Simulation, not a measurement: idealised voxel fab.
Process module heading - voxel ribs on slabs
We display cut, a cross-section 240 nm in width whose square cells are each 5 nm.
Bands, listed from the top down, are how a cross-section gets written in this document; the cross-section itself is a grid of square cells, and a band is one or more rows of them.
This entry defines a band. It first specifies the height of the band's top and the height of its bottom in nm, and then specifies the band's materials from left to right, stating each material with its width in nm. The word "edge to edge" identifies a single material that fills the band from edge to edge, while the word "empty" identifies empty space.
It should be noted that heights are counted from 0, beneath which the wafer as supplied is of one material throughout, and that the lowest band possesses no lower boundary but continues downward, as written in "0 nm and below".
When a width is written as two numbers, as in "30..40", the first number is the width in the top row of cells of the band and the second is the width in its bottom row, and the width changes by the same amount from each row to the next.
A step reported as "nothing different" is a step in which no cell of the cross-section changed.
Closed empty spaces (no open way to the top) of 8 cells or more are what "Enclosed internal cavities" lists, each as width x height at distance from the left edge, nm for all three.
Whatever follows a step's settings on its line is a remark the simulator itself makes about that step.
"overlay nm", when on a step's line for a step with a mask, measures how far to the right of its planned place the mask lay; a negative measure means to the left.

-- The following list gives the planned process steps
1. op RECEIVE | material Si
2. op DIRECTIONAL_DEP | material SiO2 | thk nm 20
3. op DIRECTIONAL_DEP | material SiN | thk nm 20
4. op MASKED_ETCH | tone cover | mask id RIB | width nm 20 | etch materials SiN | depth nm 5 | overlay nm 0
5. op DIRECTIONAL_DEP | material aC | thk nm 10
6. op PATTERN | tone cover | mask id SLAB | material resist | width nm 60 | thk nm 25 | overlay nm 0
7. op DIRECTIONAL_ETCH | etch materials aC | depth nm 10
8. op STRIP | etch materials resist
9. op DIRECTIONAL_ETCH | etch materials SiN | depth nm 15
10. op STRIP | etch materials aC
11. op FILL_DEP | material SiO2 | thk nm 25
12. op CMP | height nm 55
13. op DIRECTIONAL_DEP | material W | thk nm 5
14. op DIRECTIONAL_DEP | material aC | thk nm 15
15. op PATTERN | tone cover | mask id HEATER | material resist | width nm 30 | thk nm 30 | overlay nm 0
16. op DIRECTIONAL_ETCH | etch materials aC | depth nm 15
17. op STRIP | etch materials resist
18. op DIRECTIONAL_ETCH | etch materials W | depth nm 5
19. op STRIP | etch materials aC
20. op CONFORMAL_DEP | material SiO2 | thk nm 5

-- As-received state of the wafer in cross-section, equivalent to post-step 1
    0 nm and below: Si edge to edge
    Enclosed internal cavities: none

-- First of two wafers, end-of-module section, run followed plan
    65 nm to 60 nm: 100 of empty; 40 of SiO2; 100 of empty
    60 nm to 55 nm: 105 of SiO2; 30 of W; 105 of SiO2
    55 nm to 40 nm: SiO2 edge to edge
    40 nm to 35 nm: 110 of SiO2; 20 of SiN; 110 of SiO2
    35 nm to 20 nm: 90 of SiO2; 60 of SiN; 90 of SiO2
    20 nm to 0 nm: SiO2 edge to edge
    0 nm and below: Si edge to edge
    Enclosed internal cavities: none

-- Second wafer cross-section at end of module - shared start and plan with the first, one mistake in the run
    80 nm to 60 nm: SiO2 edge to edge
    60 nm to 55 nm: W edge to edge
    55 nm to 40 nm: SiO2 edge to edge
    40 nm to 35 nm: 110 of SiO2; 20 of SiN; 110 of SiO2
    35 nm to 20 nm: 90 of SiO2; 60 of SiN; 90 of SiO2
    20 nm to 0 nm: SiO2 edge to edge
    0 nm and below: Si edge to edge
    Enclosed internal cavities: none
Error vs. plan: off-plan run, step 14, actual operation and settings op DIRECTIONAL_DEP | material SiO2 | thk nm 15
Final cells, second wafer relative to first, materials higher or lower: SiO2: 142 more | W: 42 more
